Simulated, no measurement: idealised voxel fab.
Process module name: voxel released beams
Cross-section cut spans 145 nm and uses square cells 5 nm in size.
Just so we're on the same page, the cross-sections are grids of square cells, and they're listed out in bands top to bottom, each band one or more rows deep.
Heads up on the band format: heights come first, top then bottom, in nm. After that it's the materials left to right, each with its width in nm. A single material flagged "throughout" fills the whole band edge to edge, and "empty" means there's empty space there.
Note: height 0 marks the level under which the wafer is uniformly one material as received. Lowest band unbounded below, written "z 0 and below".
A width such as "30..40" changes by the same amount from each row of cells to the next, from the band's top row to its bottom row.
Where a step carries "remains unaltered", the cross-section came out of it unchanged, cell for cell.
Any empty space of 8 cells or more lacking an open way to the top shows up in "Tabulated closed voids" as width x height at distance, distance from the left edge, in nm.
Post-settings text on a step line: simulator's own remark regarding the step.
Among the settings permitted on a step's line is "overlay nm"; applied to a step with a mask, it specifies the extent to which the mask lay to the right of its planned position, whereas a negative figure signifies a position to the left.
How should the pairs below be read? Each gives the cross-section before one process step and the cross-section after it, the latter drawn only to the lowest band that changed; the step that lies between them, with its settings, appears under the pair. Does a pair pick up where the pair above left off? Only where its entry headed "Prior to processing" says so, since pairs can come from different runs of this module on the same starting wafer.

[Prior to processing]
> z 0 and below | Si throughout
> Tabulated closed voids: none

[Structure After Step]
> z 5 to 0 | Al2O3 throughout
> Everything under 0 stays put, no change at all.
> Tabulated closed voids: none
Relating the two cross-sections above, the step in between is CONFORMAL_DEP (material Al2O3; thk nm 5)

Prior to processing: The cross-section prior to this step is the one presented after the step of the pair immediately above.

[Structure After Step]
> z 25 to 5 | SiO2 throughout
> Everything under 5 stays put, no change at all.
> Tabulated closed voids: none
Relating the two cross-sections above, the step in between is DIRECTIONAL_DEP (material SiO2; thk nm 20)

Prior to processing: The cross-section prior to this step is the one presented after the step of the pair immediately above.

[Structure After Step]
> z 35 to 25 | aC throughout
> Everything under 25 stays put, no change at all.
> Tabulated closed voids: none
Relating the two cross-sections above, the step in between is DIRECTIONAL_DEP (material aC; thk nm 10)

Prior to processing: The cross-section prior to this step is the one presented after the step of the pair immediately above.

[Structure After Step]
> z 65 to 35 | 35 resist | 25 empty | 85 resist
> Everything under 35 stays put, no change at all.
> Tabulated closed voids: none
Relating the two cross-sections above, the step in between is PATTERN (tone open; mask id ANCHOR; material resist; width nm 25; thk nm 30; overlay nm 0)

Prior to processing: The cross-section prior to this step is the one presented after the step of the pair immediately above.

[Structure After Step]
> z 55 to 35 | 35 resist | 25 empty | 85 resist
> z 35 to 25 | 35 aC | 25 empty | 85 aC
> Everything under 25 stays put, no change at all.
> Tabulated closed voids: none
Relating the two cross-sections above, the step in between is DIRECTIONAL_ETCH (etch materials aC; depth nm 10)

Prior to processing: The cross-section prior to this step is the one presented after the step of the pair immediately above.

[Structure After Step]
> z 35 to 25 | 35 aC | 25 empty | 85 aC
> Everything under 25 stays put, no change at all.
> Tabulated closed voids: none
Relating the two cross-sections above, the step in between is STRIP (etch materials resist)

Prior to processing: The cross-section prior to this step is the one presented after the step of the pair immediately above.

[Structure After Step]
> z 35 to 25 | 35 aC | 25 empty | 85 aC
> z 25 to 5 | 35 SiO2 | 25 empty | 85 SiO2
> Everything under 5 stays put, no change at all.
> Tabulated closed voids: none
Relating the two cross-sections above, the step in between is DIRECTIONAL_ETCH (etch materials SiO2; depth nm 20)

Prior to processing: The cross-section prior to this step is the one presented after the step of the pair immediately above.

[Structure After Step]
> z 25 to 5 | 35 SiO2 | 25 empty | 85 SiO2
> Everything under 5 stays put, no change at all.
> Tabulated closed voids: none
Relating the two cross-sections above, the step in between is STRIP (etch materials aC)

Prior to processing: The cross-section prior to this step is the one presented after the step of the pair immediately above.

[Structure After Step]
> z 35 to 25 | 45 polySi | 5 empty | 95 polySi
> z 25 to 15 | 35 SiO2 | 10 polySi | 5 empty | 10 polySi | 85 SiO2
> z 15 to 5 | 35 SiO2 | 25 polySi | 85 SiO2
> Everything under 5 stays put, no change at all.
> Tabulated closed voids: none
Relating the two cross-sections above, the step in between is CONFORMAL_DEP (material polySi; thk nm 10)

Prior to processing: The cross-section prior to this step is the one presented after the step of the pair immediately above.

[Structure After Step]
> z 50 to 35 | 45 aC | 5 empty | 95 aC
> z 35 to 30 | 45 polySi | 5 empty | 95 polySi
> z 30 to 25 | 45 polySi | 5 aC | 95 polySi
> z 25 to 15 | 35 SiO2 | 10 polySi | 5 aC | 10 polySi | 85 SiO2
> Everything under 15 stays put, no change at all.
> Tabulated closed voids: none
Relating the two cross-sections above, the step in between is DIRECTIONAL_DEP (material aC; thk nm 15)

Prior to processing: The cross-section prior to this step is the one presented after the step of the pair immediately above.

[Structure After Step]
> z 80 to 50 | 30 empty | 80 resist | 35 empty
> z 50 to 35 | 45 aC | 5 resist | 95 aC
> z 35 to 30 | 45 polySi | 5 resist | 95 polySi
> Everything under 30 stays put, no change at all.
> Tabulated closed voids: none
Relating the two cross-sections above, the step in between is PATTERN (tone cover; mask id BEAM; material resist; width nm 80; thk nm 30; overlay nm 0)

Prior to processing: The cross-section prior to this step is the one presented after the step of the pair immediately above.

[Structure After Step]
> z 65 to 50 | 30 empty | 80 resist | 35 empty
> z 50 to 35 | 30 empty | 15 aC | 5 resist | 60 aC | 35 empty
> Everything under 35 stays put, no change at all.
> Tabulated closed voids: none
Relating the two cross-sections above, the step in between is DIRECTIONAL_ETCH (etch materials aC; depth nm 15)

Prior to processing: The cross-section prior to this step is the one presented after the step of the pair immediately above.

[Structure After Step]
> z 50 to 35 | 30 empty | 15 aC | 5 empty | 60 aC | 35 empty
> z 35 to 30 | 45 polySi | 5 empty | 95 polySi
> Everything under 30 stays put, no change at all.
> Tabulated closed voids: none
Relating the two cross-sections above, the step in between is STRIP (etch materials resist)

Prior to processing: The cross-section prior to this step is the one presented after the step of the pair immediately above.

[Structure After Step]
> z 50 to 35 | 30 empty | 15 aC | 5 empty | 60 aC | 35 empty
> z 35 to 30 | 30 empty | 15 polySi | 5 empty | 60 polySi | 35 empty
> z 30 to 25 | 30 empty | 15 polySi | 5 aC | 60 polySi | 35 empty
> Everything under 25 stays put, no change at all.
> Tabulated closed voids: none
Relating the two cross-sections above, the step in between is DIRECTIONAL_ETCH (etch materials polySi; depth nm 10)

Prior to processing: The cross-section prior to this step is the one presented after the step of the pair immediately above.

[Structure After Step]
> z 35 to 25 | 30 empty | 15 polySi | 5 empty | 60 polySi | 35 empty
> z 25 to 15 | 35 SiO2 | 10 polySi | 5 empty | 10 polySi | 85 SiO2
> Everything under 15 stays put, no change at all.
> Tabulated closed voids: none
Relating the two cross-sections above, the step in between is STRIP (etch materials aC)

Prior to processing: The cross-section prior to this step is the one presented after the step of the pair immediately above.

[Structure After Step]
> z 35 to 25 | 30 empty | 15 polySi | 5 empty | 60 polySi | 35 empty
> z 25 to 15 | 35 empty | 10 polySi | 5 empty | 10 polySi | 85 empty
> z 15 to 5 | 35 empty | 25 polySi | 85 empty
> Everything under 5 stays put, no change at all.
> Tabulated closed voids: none
Relating the two cross-sections above, the step in between is STRIP (etch materials SiO2)

[Prior to processing]
> z 0 and below | Si throughout
> Tabulated closed voids: none

[Structure After Step]
> z 20 to 0 | SiO2 throughout
> Everything under 0 stays put, no change at all.
> Tabulated closed voids: none
Relating the two cross-sections above, the step in between is DIRECTIONAL_DEP (material SiO2; thk nm 20)

Prior to processing: The cross-section prior to this step is the one presented after the step of the pair immediately above.

[Structure After Step]
> z 30 to 20 | aC throughout
> Everything under 20 stays put, no change at all.
> Tabulated closed voids: none
Relating the two cross-sections above, the step in between is DIRECTIONAL_DEP (material aC; thk nm 10)

Prior to processing: The cross-section prior to this step is the one presented after the step of the pair immediately above.

[Structure After Step]
> z 60 to 30 | 35 resist | 25 empty | 85 resist
> Everything under 30 stays put, no change at all.
> Tabulated closed voids: none
Relating the two cross-sections above, the step in between is PATTERN (tone open; mask id ANCHOR; material resist; width nm 25; thk nm 30; overlay nm 0)

Prior to processing: The cross-section prior to this step is the one presented after the step of the pair immediately above.

[Structure After Step]
> z 50 to 30 | 35 resist | 25 empty | 85 resist
> z 30 to 20 | 35 aC | 25 empty | 85 aC
> Everything under 20 stays put, no change at all.
> Tabulated closed voids: none
Relating the two cross-sections above, the step in between is DIRECTIONAL_ETCH (etch materials aC; depth nm 10)

Prior to processing: The cross-section prior to this step is the one presented after the step of the pair immediately above.

[Structure After Step]
> z 30 to 20 | 35 aC | 25 empty | 85 aC
> Everything under 20 stays put, no change at all.
> Tabulated closed voids: none
Relating the two cross-sections above, the step in between is STRIP (etch materials resist)

Prior to processing: The cross-section prior to this step is the one presented after the step of the pair immediately above.

[Structure After Step]
> z 30 to 20 | 35 aC | 25 empty | 85 aC
> z 20 to 0 | 35 SiO2 | 25 empty | 85 SiO2
> Everything under 0 stays put, no change at all.
> Tabulated closed voids: none
Relating the two cross-sections above, the step in between is DIRECTIONAL_ETCH (etch materials SiO2; depth nm 20)

Prior to processing: The cross-section prior to this step is the one presented after the step of the pair immediately above.

[Structure After Step]
> z 20 to 0 | 35 SiO2 | 25 empty | 85 SiO2
> Everything under 0 stays put, no change at all.
> Tabulated closed voids: none
Relating the two cross-sections above, the step in between is STRIP (etch materials aC)

Prior to processing: The cross-section prior to this step is the one presented after the step of the pair immediately above.

[Structure After Step]
> z 30 to 20 | 45 polySi | 5 empty | 95 polySi
> z 20 to 10 | 35 SiO2 | 10 polySi | 5 empty | 10 polySi | 85 SiO2
> z 10 to 0 | 35 SiO2 | 25 polySi | 85 SiO2
> Everything under 0 stays put, no change at all.
> Tabulated closed voids: none
Relating the two cross-sections above, the step in between is CONFORMAL_DEP (material polySi; thk nm 10)

Prior to processing: The cross-section prior to this step is the one presented after the step of the pair immediately above.

[Structure After Step]
> z 45 to 30 | 45 aC | 5 empty | 95 aC
> z 30 to 25 | 45 polySi | 5 empty | 95 polySi
> z 25 to 20 | 45 polySi | 5 aC | 95 polySi
> z 20 to 10 | 35 SiO2 | 10 polySi | 5 aC | 10 polySi | 85 SiO2
> Everything under 10 stays put, no change at all.
> Tabulated closed voids: none
Relating the two cross-sections above, the step in between is DIRECTIONAL_DEP (material aC; thk nm 15)

Prior to processing: The cross-section prior to this step is the one presented after the step of the pair immediately above.

[Structure After Step]
> z 75 to 45 | 30 empty | 80 resist | 35 empty
> z 45 to 30 | 45 aC | 5 resist | 95 aC
> z 30 to 25 | 45 polySi | 5 resist | 95 polySi
> Everything under 25 stays put, no change at all.
> Tabulated closed voids: none
Relating the two cross-sections above, the step in between is PATTERN (tone cover; mask id BEAM; material resist; width nm 80; thk nm 30; overlay nm 0)

Prior to processing: The cross-section prior to this step is the one presented after the step of the pair immediately above.

[Structure After Step]
> z 60 to 45 | 30 empty | 80 resist | 35 empty
> z 45 to 30 | 30 empty | 15 aC | 5 resist | 60 aC | 35 empty
> Everything under 30 stays put, no change at all.
> Tabulated closed voids: none
Relating the two cross-sections above, the step in between is DIRECTIONAL_ETCH (etch materials aC; depth nm 15)

Prior to processing: The cross-section prior to this step is the one presented after the step of the pair immediately above.

[Structure After Step]
> z 45 to 30 | 30 empty | 15 aC | 5 empty | 60 aC | 35 empty
> z 30 to 25 | 45 polySi | 5 empty | 95 polySi
> Everything under 25 stays put, no change at all.
> Tabulated closed voids: none
Relating the two cross-sections above, the step in between is STRIP (etch materials resist)

Prior to processing: The cross-section prior to this step is the one presented after the step of the pair immediately above.

[Structure After Step]
> z 45 to 30 | 30 empty | 15 aC | 5 empty | 60 aC | 35 empty
> z 30 to 25 | 30 empty | 15 polySi | 5 empty | 60 polySi | 35 empty
> z 25 to 20 | 30 empty | 15 polySi | 5 aC | 60 polySi | 35 empty
> Everything under 20 stays put, no change at all.
> Tabulated closed voids: none
Relating the two cross-sections above, the step in between is DIRECTIONAL_ETCH (etch materials polySi; depth nm 10)

Prior to processing: The cross-section prior to this step is the one presented after the step of the pair immediately above.

[Structure After Step]
> z 30 to 20 | 30 empty | 15 polySi | 5 empty | 60 polySi | 35 empty
> z 20 to 10 | 35 SiO2 | 10 polySi | 5 empty | 10 polySi | 85 SiO2
> Everything under 10 stays put, no change at all.
> Tabulated closed voids: none
Relating the two cross-sections above, the step in between is STRIP (etch materials aC)

Prior to processing: The cross-section prior to this step is the one presented after the step of the pair immediately above.

[Structure After Step]
> z 30 to 20 | 30 empty | 15 polySi | 5 empty | 60 polySi | 35 empty
> z 20 to 10 | 35 empty | 10 polySi | 5 empty | 10 polySi | 85 empty
> z 10 to 0 | 35 empty | 25 polySi | 85 empty
> Everything under 0 stays put, no change at all.
> Tabulated closed voids: none
Relating the two cross-sections above, the step in between is STRIP (etch materials SiO2)

[Prior to processing]
> z 20 to 0 | SiO2 throughout
> z 0 and below | Si throughout
> Tabulated closed voids: none

[Structure After Step]
> z 25 to 20 | Al2O3 throughout
> Everything under 20 stays put, no change at all.
> Tabulated closed voids: none
Relating the two cross-sections above, the step in between is CONFORMAL_DEP (material Al2O3; thk nm 5)

Prior to processing: The cross-section prior to this step is the one presented after the step of the pair immediately above.

[Structure After Step]
> z 35 to 25 | aC throughout
> Everything under 25 stays put, no change at all.
> Tabulated closed voids: none
Relating the two cross-sections above, the step in between is DIRECTIONAL_DEP (material aC; thk nm 10)

Prior to processing: The cross-section prior to this step is the one presented after the step of the pair immediately above.

[Structure After Step]
> z 65 to 35 | 35 resist | 25 empty | 85 resist
> Everything under 35 stays put, no change at all.
> Tabulated closed voids: none
Relating the two cross-sections above, the step in between is PATTERN (tone open; mask id ANCHOR; material resist; width nm 25; thk nm 30; overlay nm 0)

Prior to processing: The cross-section prior to this step is the one presented after the step of the pair immediately above.

[Structure After Step]
> z 55 to 35 | 35 resist | 25 empty | 85 resist
> z 35 to 25 | 35 aC | 25 empty | 85 aC
> Everything under 25 stays put, no change at all.
> Tabulated closed voids: none
Relating the two cross-sections above, the step in between is DIRECTIONAL_ETCH (etch materials aC; depth nm 10)

Prior to processing: The cross-section prior to this step is the one presented after the step of the pair immediately above.

[Structure After Step]
> z 35 to 25 | 35 aC | 25 empty | 85 aC
> Everything under 25 stays put, no change at all.
> Tabulated closed voids: none
Relating the two cross-sections above, the step in between is STRIP (etch materials resist)

Prior to processing: The cross-section prior to this step is the one presented after the step of the pair immediately above.

[Structure After Step]
> z 25 to 20 | Al2O3 throughout
> Everything under 20 stays put, no change at all.
> Tabulated closed voids: none
Relating the two cross-sections above, the step in between is STRIP (etch materials aC)

Prior to processing: The cross-section prior to this step is the one presented after the step of the pair immediately above.

[Structure After Step]
> z 35 to 25 | polySi throughout
> Everything under 25 stays put, no change at all.
> Tabulated closed voids: none
Relating the two cross-sections above, the step in between is CONFORMAL_DEP (material polySi; thk nm 10)

Prior to processing: The cross-section prior to this step is the one presented after the step of the pair immediately above.

[Structure After Step]
> z 50 to 35 | aC throughout
> Everything under 35 stays put, no change at all.
> Tabulated closed voids: none
Relating the two cross-sections above, the step in between is DIRECTIONAL_DEP (material aC; thk nm 15)

Prior to processing: The cross-section prior to this step is the one presented after the step of the pair immediately above.

[Structure After Step]
> z 80 to 50 | 30 empty | 80 resist | 35 empty
> Everything under 50 stays put, no change at all.
> Tabulated closed voids: none
Relating the two cross-sections above, the step in between is PATTERN (tone cover; mask id BEAM; material resist; width nm 80; thk nm 30; overlay nm 0)

Prior to processing: The cross-section prior to this step is the one presented after the step of the pair immediately above.

[Structure After Step]
> z 65 to 50 | 30 empty | 80 resist | 35 empty
> z 50 to 35 | 30 empty | 80 aC | 35 empty
> Everything under 35 stays put, no change at all.
> Tabulated closed voids: none
Relating the two cross-sections above, the step in between is DIRECTIONAL_ETCH (etch materials aC; depth nm 15)

Prior to processing: The cross-section prior to this step is the one presented after the step of the pair immediately above.

[Structure After Step]
> z 50 to 35 | 30 empty | 80 aC | 35 empty
> Everything under 35 stays put, no change at all.
> Tabulated closed voids: none
Relating the two cross-sections above, the step in between is STRIP (etch materials resist)

Prior to processing: The cross-section prior to this step is the one presented after the step of the pair immediately above.

[Structure After Step]
> z 50 to 35 | 30 empty | 80 aC | 35 empty
> z 35 to 25 | 30 empty | 80 polySi | 35 empty
> Everything under 25 stays put, no change at all.
> Tabulated closed voids: none
Relating the two cross-sections above, the step in between is DIRECTIONAL_ETCH (etch materials polySi; depth nm 10)

Prior to processing: The cross-section prior to this step is the one presented after the step of the pair immediately above.

[Structure After Step]
> z 35 to 25 | 30 empty | 80 polySi | 35 empty
> Everything under 25 stays put, no change at all.
> Tabulated closed voids: none
Relating the two cross-sections above, the step in between is STRIP (etch materials aC)

[Prior to processing]
> z 25 to 5 | 35 SiO2 | 25 empty | 85 SiO2
> z 5 to 0 | Al2O3 throughout
> z 0 and below | Si throughout
> Tabulated closed voids: none

[Structure After Step]
> z 30 to 25 | 40 polySi | 15 empty | 90 polySi
> z 25 to 10 | 35 SiO2 | 5 polySi | 15 empty | 5 polySi | 85 SiO2
> z 10 to 5 | 35 SiO2 | 25 polySi | 85 SiO2
> Everything under 5 stays put, no change at all.
> Tabulated closed voids: none
Relating the two cross-sections above, the step in between is CONFORMAL_DEP (material polySi; thk nm 5)

Prior to processing: The cross-section prior to this step is the one presented after the step of the pair immediately above.

[Structure After Step]
> z 45 to 30 | 40 aC | 15 empty | 90 aC
> z 30 to 25 | 40 polySi | 15 empty | 90 polySi
> z 25 to 10 | 35 SiO2 | 5 polySi | 15 aC | 5 polySi | 85 SiO2
> Everything under 10 stays put, no change at all.
> Tabulated closed voids: none
Relating the two cross-sections above, the step in between is DIRECTIONAL_DEP (material aC; thk nm 15)

Prior to processing: The cross-section prior to this step is the one presented after the step of the pair immediately above.

[Structure After Step]
> z 75 to 45 | 30 empty | 80 resist | 35 empty
> z 45 to 30 | 40 aC | 15 resist | 90 aC
> z 30 to 25 | 40 polySi | 15 resist | 90 polySi
> Everything under 25 stays put, no change at all.
> Tabulated closed voids: none
Relating the two cross-sections above, the step in between is PATTERN (tone cover; mask id BEAM; material resist; width nm 80; thk nm 30; overlay nm 0)

Prior to processing: The cross-section prior to this step is the one presented after the step of the pair immediately above.

[Structure After Step]
> z 60 to 45 | 30 empty | 80 resist | 35 empty
> z 45 to 30 | 30 empty | 10 aC | 15 resist | 55 aC | 35 empty
> Everything under 30 stays put, no change at all.
> Tabulated closed voids: none
Relating the two cross-sections above, the step in between is DIRECTIONAL_ETCH (etch materials aC; depth nm 15)

Prior to processing: The cross-section prior to this step is the one presented after the step of the pair immediately above.

[Structure After Step]
> z 45 to 30 | 30 empty | 10 aC | 15 empty | 55 aC | 35 empty
> z 30 to 25 | 40 polySi | 15 empty | 90 polySi
> Everything under 25 stays put, no change at all.
> Tabulated closed voids: none
Relating the two cross-sections above, the step in between is STRIP (etch materials resist)

Prior to processing: The cross-section prior to this step is the one presented after the step of the pair immediately above.

[Structure After Step]
> z 45 to 30 | 30 empty | 10 aC | 15 empty | 55 aC | 35 empty
> z 30 to 25 | 30 empty | 10 polySi | 15 empty | 55 polySi | 35 empty
> Everything under 25 stays put, no change at all.
> Tabulated closed voids: none
Relating the two cross-sections above, the step in between is DIRECTIONAL_ETCH (etch materials polySi; depth nm 10)

Prior to processing: The cross-section prior to this step is the one presented after the step of the pair immediately above.

[Structure After Step]
> z 30 to 25 | 30 empty | 10 polySi | 15 empty | 55 polySi | 35 empty
> z 25 to 10 | 35 SiO2 | 5 polySi | 15 empty | 5 polySi | 85 SiO2
> Everything under 10 stays put, no change at all.
> Tabulated closed voids: none
Relating the two cross-sections above, the step in between is STRIP (etch materials aC)

Prior to processing: The cross-section prior to this step is the one presented after the step of the pair immediately above.

[Structure After Step]
> z 30 to 25 | 30 empty | 10 polySi | 15 empty | 55 polySi | 35 empty
> z 25 to 10 | 35 empty | 5 polySi | 15 empty | 5 polySi | 85 empty
> z 10 to 5 | 35 empty | 25 polySi | 85 empty
> Everything under 5 stays put, no change at all.
> Tabulated closed voids: none
Relating the two cross-sections above, the step in between is STRIP (etch materials SiO2)

[Prior to processing]
> z 50 to 35 | 45 aC | 5 empty | 95 aC
> z 35 to 30 | 45 polySi | 5 empty | 95 polySi
> z 30 to 25 | 45 polySi | 5 aC | 95 polySi
> z 25 to 15 | 35 SiO2 | 10 polySi | 5 aC | 10 polySi | 85 SiO2
> z 15 to 5 | 35 SiO2 | 25 polySi | 85 SiO2
> z 5 to 0 | Al2O3 throughout
> z 0 and below | Si throughout
> Tabulated closed voids: none

[Structure After Step]
> z 80 to 50 | 25 empty | 90 resist | 30 empty
> z 50 to 35 | 45 aC | 5 resist | 95 aC
> z 35 to 30 | 45 polySi | 5 resist | 95 polySi
> Everything under 30 stays put, no change at all.
> Tabulated closed voids: none
Relating the two cross-sections above, the step in between is PATTERN (tone cover; mask id BEAM; material resist; width nm 90; thk nm 30; overlay nm 0)

Prior to processing: The cross-section prior to this step is the one presented after the step of the pair immediately above.

[Structure After Step]
> z 65 to 50 | 25 empty | 90 resist | 30 empty
> z 50 to 35 | 25 empty | 20 aC | 5 resist | 65 aC | 30 empty
> Everything under 35 stays put, no change at all.
> Tabulated closed voids: none
Relating the two cross-sections above, the step in between is DIRECTIONAL_ETCH (etch materials aC; depth nm 15)

Prior to processing: The cross-section prior to this step is the one presented after the step of the pair immediately above.

[Structure After Step]
> z 50 to 35 | 25 empty | 20 aC | 5 empty | 65 aC | 30 empty
> z 35 to 30 | 45 polySi | 5 empty | 95 polySi
> Everything under 30 stays put, no change at all.
> Tabulated closed voids: none
Relating the two cross-sections above, the step in between is STRIP (etch materials resist)

Prior to processing: The cross-section prior to this step is the one presented after the step of the pair immediately above.

[Structure After Step]
> z 50 to 35 | 25 empty | 20 aC | 5 empty | 65 aC | 30 empty
> z 35 to 30 | 25 empty | 20 polySi | 5 empty | 65 polySi | 30 empty
> z 30 to 25 | 25 empty | 20 polySi | 5 aC | 65 polySi | 30 empty
> Everything under 25 stays put, no change at all.
> Tabulated closed voids: none
Relating the two cross-sections above, the step in between is DIRECTIONAL_ETCH (etch materials polySi; depth nm 10)

Prior to processing: The cross-section prior to this step is the one presented after the step of the pair immediately above.

[Structure After Step]
> z 35 to 25 | 25 empty | 20 polySi | 5 empty | 65 polySi | 30 empty
> z 25 to 15 | 35 SiO2 | 10 polySi | 5 empty | 10 polySi | 85 SiO2
> Everything under 15 stays put, no change at all.
> Tabulated closed voids: none
Relating the two cross-sections above, the step in between is STRIP (etch materials aC)

Prior to processing: The cross-section prior to this step is the one presented after the step of the pair immediately above.

[Structure After Step]
> z 35 to 25 | 25 empty | 20 polySi | 5 empty | 65 polySi | 30 empty
> z 25 to 15 | 35 empty | 10 polySi | 5 empty | 10 polySi | 85 empty
> z 15 to 5 | 35 empty | 25 polySi | 85 empty
> Everything under 5 stays put, no change at all.
> Tabulated closed voids: none
Relating the two cross-sections above, the step in between is STRIP (etch materials SiO2)

[Prior to processing]
> z 35 to 25 | aC throughout
> z 25 to 5 | SiO2 throughout
> z 5 to 0 | Al2O3 throughout
> z 0 and below | Si throughout
> Tabulated closed voids: none

[Structure After Step]
> z 65 to 35 | 45 resist | 25 empty | 75 resist
> Everything under 35 stays put, no change at all.
> Tabulated closed voids: none
Relating the two cross-sections above, the step in between is PATTERN (tone open; mask id ANCHOR; material resist; width nm 25; thk nm 30; overlay nm 10)

Prior to processing: The cross-section prior to this step is the one presented after the step of the pair immediately above.

[Structure After Step]
> z 55 to 35 | 45 resist | 25 empty | 75 resist
> z 35 to 25 | 45 aC | 25 empty | 75 aC
> Everything under 25 stays put, no change at all.
> Tabulated closed voids: none
Relating the two cross-sections above, the step in between is DIRECTIONAL_ETCH (etch materials aC; depth nm 10)

Prior to processing: The cross-section prior to this step is the one presented after the step of the pair immediately above.

[Structure After Step]
> z 35 to 25 | 45 aC | 25 empty | 75 aC
> Everything under 25 stays put, no change at all.
> Tabulated closed voids: none
Relating the two cross-sections above, the step in between is STRIP (etch materials resist)

Prior to processing: The cross-section prior to this step is the one presented after the step of the pair immediately above.

[Structure After Step]
> z 35 to 25 | 45 aC | 25 empty | 75 aC
> z 25 to 5 | 45 SiO2 | 25 empty | 75 SiO2
> Everything under 5 stays put, no change at all.
> Tabulated closed voids: none
Relating the two cross-sections above, the step in between is DIRECTIONAL_ETCH (etch materials SiO2; depth nm 20)

Prior to processing: The cross-section prior to this step is the one presented after the step of the pair immediately above.

[Structure After Step]
> z 25 to 5 | 45 SiO2 | 25 empty | 75 SiO2
> Everything under 5 stays put, no change at all.
> Tabulated closed voids: none
Relating the two cross-sections above, the step in between is STRIP (etch materials aC)

Prior to processing: The cross-section prior to this step is the one presented after the step of the pair immediately above.

[Structure After Step]
> z 35 to 25 | 55 polySi | 5 empty | 85 polySi
> z 25 to 15 | 45 SiO2 | 10 polySi | 5 empty | 10 polySi | 75 SiO2
> z 15 to 5 | 45 SiO2 | 25 polySi | 75 SiO2
> Everything under 5 stays put, no change at all.
> Tabulated closed voids: none
Relating the two cross-sections above, the step in between is CONFORMAL_DEP (material polySi; thk nm 10)

Prior to processing: The cross-section prior to this step is the one presented after the step of the pair immediately above.

[Structure After Step]
> z 50 to 35 | 55 aC | 5 empty | 85 aC
> z 35 to 30 | 55 polySi | 5 empty | 85 polySi
> z 30 to 25 | 55 polySi | 5 aC | 85 polySi
> z 25 to 15 | 45 SiO2 | 10 polySi | 5 aC | 10 polySi | 75 SiO2
> Everything under 15 stays put, no change at all.
> Tabulated closed voids: none
Relating the two cross-sections above, the step in between is DIRECTIONAL_DEP (material aC; thk nm 15)

Prior to processing: The cross-section prior to this step is the one presented after the step of the pair immediately above.

[Structure After Step]
> z 80 to 50 | 30 empty | 80 resist | 35 empty
> z 50 to 35 | 55 aC | 5 resist | 85 aC
> z 35 to 30 | 55 polySi | 5 resist | 85 polySi
> Everything under 30 stays put, no change at all.
> Tabulated closed voids: none
Relating the two cross-sections above, the step in between is PATTERN (tone cover; mask id BEAM; material resist; width nm 80; thk nm 30; overlay nm 0)

Prior to processing: The cross-section prior to this step is the one presented after the step of the pair immediately above.

[Structure After Step]
> z 65 to 50 | 30 empty | 80 resist | 35 empty
> z 50 to 35 | 30 empty | 25 aC | 5 resist | 50 aC | 35 empty
> Everything under 35 stays put, no change at all.
> Tabulated closed voids: none
Relating the two cross-sections above, the step in between is DIRECTIONAL_ETCH (etch materials aC; depth nm 15)

Prior to processing: The cross-section prior to this step is the one presented after the step of the pair immediately above.

[Structure After Step]
> z 50 to 35 | 30 empty | 25 aC | 5 empty | 50 aC | 35 empty
> z 35 to 30 | 55 polySi | 5 empty | 85 polySi
> Everything under 30 stays put, no change at all.
> Tabulated closed voids: none
Relating the two cross-sections above, the step in between is STRIP (etch materials resist)

Prior to processing: The cross-section prior to this step is the one presented after the step of the pair immediately above.

[Structure After Step]
> z 50 to 35 | 30 empty | 25 aC | 5 empty | 50 aC | 35 empty
> z 35 to 30 | 30 empty | 25 polySi | 5 empty | 50 polySi | 35 empty
> z 30 to 25 | 30 empty | 25 polySi | 5 aC | 50 polySi | 35 empty
> Everything under 25 stays put, no change at all.
> Tabulated closed voids: none
Relating the two cross-sections above, the step in between is DIRECTIONAL_ETCH (etch materials polySi; depth nm 10)

Prior to processing: The cross-section prior to this step is the one presented after the step of the pair immediately above.

[Structure After Step]
> z 35 to 25 | 30 empty | 25 polySi | 5 empty | 50 polySi | 35 empty
> z 25 to 15 | 45 SiO2 | 10 polySi | 5 empty | 10 polySi | 75 SiO2
> Everything under 15 stays put, no change at all.
> Tabulated closed voids: none
Relating the two cross-sections above, the step in between is STRIP (etch materials aC)

Prior to processing: The cross-section prior to this step is the one presented after the step of the pair immediately above.

[Structure After Step]
> z 35 to 25 | 30 empty | 25 polySi | 5 empty | 50 polySi | 35 empty
> z 25 to 15 | 45 empty | 10 polySi | 5 empty | 10 polySi | 75 empty
> z 15 to 5 | 45 empty | 25 polySi | 75 empty
> Everything under 5 stays put, no change at all.
> Tabulated closed voids: none
Relating the two cross-sections above, the step in between is STRIP (etch materials SiO2)

[Prior to processing]
> z 5 to 0 | Al2O3 throughout
> z 0 and below | Si throughout
> Tabulated closed voids: none

[Structure After Step]
> z 25 to 5 | polySi throughout
> Everything under 5 stays put, no change at all.
> Tabulated closed voids: none
Relating the two cross-sections above, the step in between is DIRECTIONAL_DEP (material polySi; thk nm 20)

Prior to processing: The cross-section prior to this step is the one presented after the step of the pair immediately above.

[Structure After Step]
> z 35 to 25 | aC throughout
> Everything under 25 stays put, no change at all.
> Tabulated closed voids: none
Relating the two cross-sections above, the step in between is DIRECTIONAL_DEP (material aC; thk nm 10)

Prior to processing: The cross-section prior to this step is the one presented after the step of the pair immediately above.

[Structure After Step]
> z 65 to 35 | 35 resist | 25 empty | 85 resist
> Everything under 35 stays put, no change at all.
> Tabulated closed voids: none
Relating the two cross-sections above, the step in between is PATTERN (tone open; mask id ANCHOR; material resist; width nm 25; thk nm 30; overlay nm 0)

Prior to processing: The cross-section prior to this step is the one presented after the step of the pair immediately above.

[Structure After Step]
> z 55 to 35 | 35 resist | 25 empty | 85 resist
> z 35 to 25 | 35 aC | 25 empty | 85 aC
> Everything under 25 stays put, no change at all.
> Tabulated closed voids: none
Relating the two cross-sections above, the step in between is DIRECTIONAL_ETCH (etch materials aC; depth nm 10)

Prior to processing: The cross-section prior to this step is the one presented after the step of the pair immediately above.

[Structure After Step]
> z 35 to 25 | 35 aC | 25 empty | 85 aC
> Everything under 25 stays put, no change at all.
> Tabulated closed voids: none
Relating the two cross-sections above, the step in between is STRIP (etch materials resist)

Prior to processing: The cross-section prior to this step is the one presented after the step of the pair immediately above.

[Structure After Step]
> z 25 to 5 | polySi throughout
> Everything under 5 stays put, no change at all.
> Tabulated closed voids: none
Relating the two cross-sections above, the step in between is STRIP (etch materials aC)

Prior to processing: The cross-section prior to this step is the one presented after the step of the pair immediately above.

[Structure After Step]
> z 35 to 5 | polySi throughout
> Everything under 5 stays put, no change at all.
> Tabulated closed voids: none
Relating the two cross-sections above, the step in between is CONFORMAL_DEP (material polySi; thk nm 10)

Prior to processing: The cross-section prior to this step is the one presented after the step of the pair immediately above.

[Structure After Step]
> z 50 to 35 | aC throughout
> Everything under 35 stays put, no change at all.
> Tabulated closed voids: none
Relating the two cross-sections above, the step in between is DIRECTIONAL_DEP (material aC; thk nm 15)
